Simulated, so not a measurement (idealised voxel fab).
The following is a process module called voxel wiring stack.
cross-section cut | 170 nm wide | cells 5 nm
For the purposes of this document, a cross-section shall be understood as a grid of square cells, specified as bands listed in top-to-bottom order, each band consisting of one or more rows of cells.
First you get the band's top height and its bottom height, in nm, and then the materials it's made of, left to right, with each width in nm. If you see a single material with "throughout", that one covers the band edge to edge. "empty" is empty space.
Convention: height 0 is the level below which the wafer, as received, is all one material. The lowest band does not terminate at the bottom but continues downward, represented as "0 -> down".
A width such as "30 to 40" changes by the same amount from each row of cells to the next, from the band's top row to its bottom row.
Reading "no modification" for a step: not a cell of the cross-section changed in it.
If an empty space has no open way to the top and is at least 8 cells in size, "Enclosed void catalog" lists it, written width x height at distance, where distance is measured from the left edge and every value is in nm.
Where a step's line continues beyond its settings, the continuation is a remark by the simulator itself on that step.
Among the settings permitted on a step's line is "overlay nm"; applied to a step with a mask, it specifies the extent to which the mask lay to the right of its planned position, whereas a negative figure signifies a position to the left.
### The following list gives the planned process steps
- 1: RECEIVE (material Si)
- 2: CONFORMAL_DEP (material SiO2; thk nm 10)
- 3: DIRECTIONAL_DEP (material TiN; thk nm 5)
- 4: DIRECTIONAL_DEP (material Ru; thk nm 25)
- 5: PATTERN (tone cover; mask id METAL_1; material resist; width nm 20; pitch nm 45; thk nm 20; overlay nm 0)
- 6: DIRECTIONAL_ETCH (etch materials Ru; depth nm 25)
- 7: DIRECTIONAL_ETCH (etch materials TiN; depth nm 5)
- 8: STRIP (etch materials resist)
- 9: CONFORMAL_DEP (material SiN; thk nm 5)
- 10: FILL_DEP (material lowk; thk nm 10)
- 11: CMP (height nm 40)
- 12: CONFORMAL_DEP (material SiCN; thk nm 5)
- 13: DIRECTIONAL_DEP (material SiO2; thk nm 10)
- 14: DIRECTIONAL_DEP (material aC; thk nm 10)
- 15: PATTERN (tone open; mask id PLUG_1; material resist; width nm 15; pitch nm 45; thk nm 30; overlay nm 0)
- 16: DIRECTIONAL_ETCH (etch materials aC; depth nm 10)
- 17: STRIP (etch materials resist)
- 18: DIRECTIONAL_ETCH (etch materials SiO2; depth nm 10)
- 19: DIRECTIONAL_ETCH (etch materials SiCN; depth nm 5)
- 20: STRIP (etch materials aC)
- 21: CONFORMAL_DEP (material TiN; thk nm 5)
- 22: FILL_DEP (material Cu; thk nm 5)
- 23: CMP (height nm 55)
- 24: DIRECTIONAL_DEP (material TiN; thk nm 5)
- 25: DIRECTIONAL_DEP (material Ru; thk nm 20)
- 26: PATTERN (tone cover; mask id METAL_2; material resist; width nm 20; pitch nm 45; thk nm 15; overlay nm 0)
- 27: DIRECTIONAL_ETCH (etch materials Ru; depth nm 20)
- 28: DIRECTIONAL_ETCH (etch materials TiN; depth nm 5)
- 29: STRIP (etch materials resist)
- 30: FILL_DEP (material lowk; thk nm 5)
- 31: CMP (height nm 80)
- 32: CONFORMAL_DEP (material SiCN; thk nm 5)
### First of two wafers: run as planned
### Cross-section of the incoming wafer, state after step 1
    0 -> down | Si throughout
    Enclosed void catalog: none
### The wafer, seen in cross-section, after step 2
    10 -> 0 | SiO2 throughout
    Below 0, no change.
### The wafer, seen in cross-section, after step 3
    15 -> 10 | TiN throughout
    Below 10, no change.
### The wafer, seen in cross-section, after step 4
    40 -> 15 | Ru throughout
    Below 15, no change.
### The wafer, seen in cross-section, after step 5
    60 -> 40 | empty (50), resist (20), empty (25), resist (20), empty (55)
    Below 40, no change.
### The wafer, seen in cross-section, after step 6
    60 -> 40 | empty (50), resist (20), empty (25), resist (20), empty (55)
    40 -> 15 | empty (50), Ru (20), empty (25), Ru (20), empty (55)
    Below 15, no change.
### The wafer, seen in cross-section, after step 7
    60 -> 40 | empty (50), resist (20), empty (25), resist (20), empty (55)
    40 -> 15 | empty (50), Ru (20), empty (25), Ru (20), empty (55)
    15 -> 10 | empty (50), TiN (20), empty (25), TiN (20), empty (55)
    Below 10, no change.
### The wafer, seen in cross-section, after step 8
    40 -> 15 | empty (50), Ru (20), empty (25), Ru (20), empty (55)
    Below 15, no change.
### The wafer, seen in cross-section, after step 9
    45 -> 40 | empty (45), SiN (30), empty (15), SiN (30), empty (50)
    40 -> 15 | empty (45), SiN (5), Ru (20), SiN (5), empty (15), SiN (5), Ru (20), SiN (5), empty (50)
    15 -> 10 | SiN (50), TiN (20), SiN (25), TiN (20), SiN (55)
    Below 10, no change.
### The wafer, seen in cross-section, after step 10
    55 -> 45 | lowk throughout
    45 -> 40 | lowk (45), SiN (30), lowk (15), SiN (30), lowk (50)
    40 -> 15 | lowk (45), SiN (5), Ru (20), SiN (5), lowk (15), SiN (5), Ru (20), SiN (5), lowk (50)
    Below 15, no change.
### The wafer, seen in cross-section, after step 11
    40 -> 15 | lowk (45), SiN (5), Ru (20), SiN (5), lowk (15), SiN (5), Ru (20), SiN (5), lowk (50)
    Below 15, no change.
### The wafer, seen in cross-section, after step 12
    45 -> 40 | SiCN throughout
    Below 40, no change.
### The wafer, seen in cross-section, after step 13
    55 -> 45 | SiO2 throughout
    Below 45, no change.
### The wafer, seen in cross-section, after step 14
    65 -> 55 | aC throughout
    Below 55, no change.
### The wafer, seen in cross-section, after step 15
    95 -> 65 | resist (50), empty (15), resist (30), empty (15), resist (60)
    Below 65, no change.
### The wafer, seen in cross-section, after step 16
    85 -> 65 | resist (50), empty (15), resist (30), empty (15), resist (60)
    65 -> 55 | aC (50), empty (15), aC (30), empty (15), aC (60)
    Below 55, no change.
### The wafer, seen in cross-section, after step 17
    65 -> 55 | aC (50), empty (15), aC (30), empty (15), aC (60)
    Below 55, no change.
### The wafer, seen in cross-section, after step 18
    65 -> 55 | aC (50), empty (15), aC (30), empty (15), aC (60)
    55 -> 45 | SiO2 (50), empty (15), SiO2 (30), empty (15), SiO2 (60)
    Below 45, no change.
### The wafer, seen in cross-section, after step 19
    65 -> 55 | aC (50), empty (15), aC (30), empty (15), aC (60)
    55 -> 45 | SiO2 (50), empty (15), SiO2 (30), empty (15), SiO2 (60)
    45 -> 40 | SiCN (50), empty (15), SiCN (30), empty (15), SiCN (60)
    Below 40, no change.
### The wafer, seen in cross-section, after step 20
    55 -> 45 | SiO2 (50), empty (15), SiO2 (30), empty (15), SiO2 (60)
    Below 45, no change.
### The wafer, seen in cross-section, after step 21
    60 -> 55 | TiN (55), empty (5), TiN (40), empty (5), TiN (65)
    55 -> 45 | SiO2 (50), TiN (5), empty (5), TiN (5), SiO2 (30), TiN (5), empty (5), TiN (5), SiO2 (60)
    45 -> 40 | SiCN (50), TiN (15), SiCN (30), TiN (15), SiCN (60)
    Below 40, no change.
### The wafer, seen in cross-section, after step 22
    65 -> 60 | Cu throughout
    60 -> 55 | TiN (55), Cu (5), TiN (40), Cu (5), TiN (65)
    55 -> 45 | SiO2 (50), TiN (5), Cu (5), TiN (5), SiO2 (30), TiN (5), Cu (5), TiN (5), SiO2 (60)
    Below 45, no change.
### The wafer, seen in cross-section, after step 23
    55 -> 45 | SiO2 (50), TiN (5), Cu (5), TiN (5), SiO2 (30), TiN (5), Cu (5), TiN (5), SiO2 (60)
    Below 45, no change.
### The wafer, seen in cross-section, after step 24
    60 -> 55 | TiN throughout
    Below 55, no change.
### The wafer, seen in cross-section, after step 25
    80 -> 60 | Ru throughout
    Below 60, no change.
### The wafer, seen in cross-section, after step 26
    95 -> 80 | empty (50), resist (20), empty (25), resist (20), empty (55)
    Below 80, no change.
### The wafer, seen in cross-section, after step 27
    95 -> 80 | empty (50), resist (20), empty (25), resist (20), empty (55)
    80 -> 60 | empty (50), Ru (20), empty (25), Ru (20), empty (55)
    Below 60, no change.
### The wafer, seen in cross-section, after step 28
    95 -> 80 | empty (50), resist (20), empty (25), resist (20), empty (55)
    80 -> 60 | empty (50), Ru (20), empty (25), Ru (20), empty (55)
    60 -> 55 | empty (50), TiN (20), empty (25), TiN (20), empty (55)
    Below 55, no change.
### The wafer, seen in cross-section, after step 29
    80 -> 60 | empty (50), Ru (20), empty (25), Ru (20), empty (55)
    Below 60, no change.
### The wafer, seen in cross-section, after step 30
    85 -> 80 | lowk throughout
    80 -> 60 | lowk (50), Ru (20), lowk (25), Ru (20), lowk (55)
    60 -> 55 | lowk (50), TiN (20), lowk (25), TiN (20), lowk (55)
    Below 55, no change.
### The wafer, seen in cross-section, after step 31
    80 -> 60 | lowk (50), Ru (20), lowk (25), Ru (20), lowk (55)
    Below 60, no change.
### The wafer, seen in cross-section, after step 32
    85 -> 80 | SiCN throughout
    Below 80, no change.
### Notes, second wafer: start = first wafer's, plan = first wafer's, execution had one mistake; history identical to first through step 4
### Cross-sectional representation of the second wafer at the time designated in the plan for the completion of step 5
    60 -> 40 | empty (45), resist (20), empty (25), resist (20), empty (60)
    Below 40, no change.
### Cross-sectional representation of the second wafer at the time designated in the plan for the completion of step 6
    60 -> 40 | empty (45), resist (20), empty (25), resist (20), empty (60)
    40 -> 15 | empty (45), Ru (20), empty (25), Ru (20), empty (60)
    Below 15, no change.
### Cross-sectional representation of the second wafer at the time designated in the plan for the completion of step 7
    60 -> 40 | empty (45), resist (20), empty (25), resist (20), empty (60)
    40 -> 15 | empty (45), Ru (20), empty (25), Ru (20), empty (60)
    15 -> 10 | empty (45), TiN (20), empty (25), TiN (20), empty (60)
    Below 10, no change.
### Cross-sectional representation of the second wafer at the time designated in the plan for the completion of step 8
    40 -> 15 | empty (45), Ru (20), empty (25), Ru (20), empty (60)
    Below 15, no change.
### Cross-sectional representation of the second wafer at the time designated in the plan for the completion of step 9
    45 -> 40 | empty (40), SiN (30), empty (15), SiN (30), empty (55)
    40 -> 15 | empty (40), SiN (5), Ru (20), SiN (5), empty (15), SiN (5), Ru (20), SiN (5), empty (55)
    15 -> 10 | SiN (45), TiN (20), SiN (25), TiN (20), SiN (60)
    Below 10, no change.
### Cross-sectional representation of the second wafer at the time designated in the plan for the completion of step 10
    55 -> 45 | lowk throughout
    45 -> 40 | lowk (40), SiN (30), lowk (15), SiN (30), lowk (55)
    40 -> 15 | lowk (40), SiN (5), Ru (20), SiN (5), lowk (15), SiN (5), Ru (20), SiN (5), lowk (55)
    Below 15, no change.
### Cross-sectional representation of the second wafer at the time designated in the plan for the completion of step 11
    40 -> 15 | lowk (40), SiN (5), Ru (20), SiN (5), lowk (15), SiN (5), Ru (20), SiN (5), lowk (55)
    Below 15, no change.
### Cross-sectional representation of the second wafer at the time designated in the plan for the completion of step 12
    45 -> 40 | SiCN throughout
    Below 40, no change.
### Cross-sectional representation of the second wafer at the time designated in the plan for the completion of step 13
    55 -> 45 | SiO2 throughout
    Below 45, no change.
### Cross-sectional representation of the second wafer at the time designated in the plan for the completion of step 14
    65 -> 55 | aC throughout
    Below 55, no change.
### Cross-sectional representation of the second wafer at the time designated in the plan for the completion of step 15
    95 -> 65 | resist (50), empty (15), resist (30), empty (15), resist (60)
    Below 65, no change.
### Cross-sectional representation of the second wafer at the time designated in the plan for the completion of step 16
    85 -> 65 | resist (50), empty (15), resist (30), empty (15), resist (60)
    65 -> 55 | aC (50), empty (15), aC (30), empty (15), aC (60)
    Below 55, no change.
### Cross-sectional representation of the second wafer at the time designated in the plan for the completion of step 17
    65 -> 55 | aC (50), empty (15), aC (30), empty (15), aC (60)
    Below 55, no change.
### Cross-sectional representation of the second wafer at the time designated in the plan for the completion of step 18
    65 -> 55 | aC (50), empty (15), aC (30), empty (15), aC (60)
    55 -> 45 | SiO2 (50), empty (15), SiO2 (30), empty (15), SiO2 (60)
    Below 45, no change.
### Cross-sectional representation of the second wafer at the time designated in the plan for the completion of step 19
    65 -> 55 | aC (50), empty (15), aC (30), empty (15), aC (60)
    55 -> 45 | SiO2 (50), empty (15), SiO2 (30), empty (15), SiO2 (60)
    45 -> 40 | SiCN (50), empty (15), SiCN (30), empty (15), SiCN (60)
    Below 40, no change.
### Cross-sectional representation of the second wafer at the time designated in the plan for the completion of step 20
    55 -> 45 | SiO2 (50), empty (15), SiO2 (30), empty (15), SiO2 (60)
    Below 45, no change.
### Cross-sectional representation of the second wafer at the time designated in the plan for the completion of step 21
    60 -> 55 | TiN (55), empty (5), TiN (40), empty (5), TiN (65)
    55 -> 45 | SiO2 (50), TiN (5), empty (5), TiN (5), SiO2 (30), TiN (5), empty (5), TiN (5), SiO2 (60)
    45 -> 40 | SiCN (50), TiN (15), SiCN (30), TiN (15), SiCN (60)
    Below 40, no change.
### Cross-sectional representation of the second wafer at the time designated in the plan for the completion of step 22
    65 -> 60 | Cu throughout
    60 -> 55 | TiN (55), Cu (5), TiN (40), Cu (5), TiN (65)
    55 -> 45 | SiO2 (50), TiN (5), Cu (5), TiN (5), SiO2 (30), TiN (5), Cu (5), TiN (5), SiO2 (60)
    Below 45, no change.
### Cross-sectional representation of the second wafer at the time designated in the plan for the completion of step 23
    55 -> 45 | SiO2 (50), TiN (5), Cu (5), TiN (5), SiO2 (30), TiN (5), Cu (5), TiN (5), SiO2 (60)
    Below 45, no change.
### Cross-sectional representation of the second wafer at the time designated in the plan for the completion of step 24
    60 -> 55 | TiN throughout
    Below 55, no change.
### Cross-sectional representation of the second wafer at the time designated in the plan for the completion of step 25
    80 -> 60 | Ru throughout
    Below 60, no change.
### Cross-sectional representation of the second wafer at the time designated in the plan for the completion of step 26
    95 -> 80 | empty (50), resist (20), empty (25), resist (20), empty (55)
    Below 80, no change.
### Cross-sectional representation of the second wafer at the time designated in the plan for the completion of step 27
    95 -> 80 | empty (50), resist (20), empty (25), resist (20), empty (55)
    80 -> 60 | empty (50), Ru (20), empty (25), Ru (20), empty (55)
    Below 60, no change.
### Cross-sectional representation of the second wafer at the time designated in the plan for the completion of step 28
    95 -> 80 | empty (50), resist (20), empty (25), resist (20), empty (55)
    80 -> 60 | empty (50), Ru (20), empty (25), Ru (20), empty (55)
    60 -> 55 | empty (50), TiN (20), empty (25), TiN (20), empty (55)
    Below 55, no change.
### Cross-sectional representation of the second wafer at the time designated in the plan for the completion of step 29
    80 -> 60 | empty (50), Ru (20), empty (25), Ru (20), empty (55)
    Below 60, no change.
### Cross-sectional representation of the second wafer at the time designated in the plan for the completion of step 30
    85 -> 80 | lowk throughout
    80 -> 60 | lowk (50), Ru (20), lowk (25), Ru (20), lowk (55)
    60 -> 55 | lowk (50), TiN (20), lowk (25), TiN (20), lowk (55)
    Below 55, no change.
### Cross-sectional representation of the second wafer at the time designated in the plan for the completion of step 31
    80 -> 60 | lowk (50), Ru (20), lowk (25), Ru (20), lowk (55)
    Below 60, no change.
### Cross-sectional representation of the second wafer at the time designated in the plan for the completion of step 32
    85 -> 80 | SiCN throughout
    Below 80, no change.
The mistake made against the process plan was this: planned and actual differ for step 5; actual: PATTERN (tone cover; mask id METAL_1; material resist; width nm 20; pitch nm 45; thk nm 20; overlay nm -5)
At the end, the second wafer has the same number of cells of each material as the first, but those cells sit in other places.
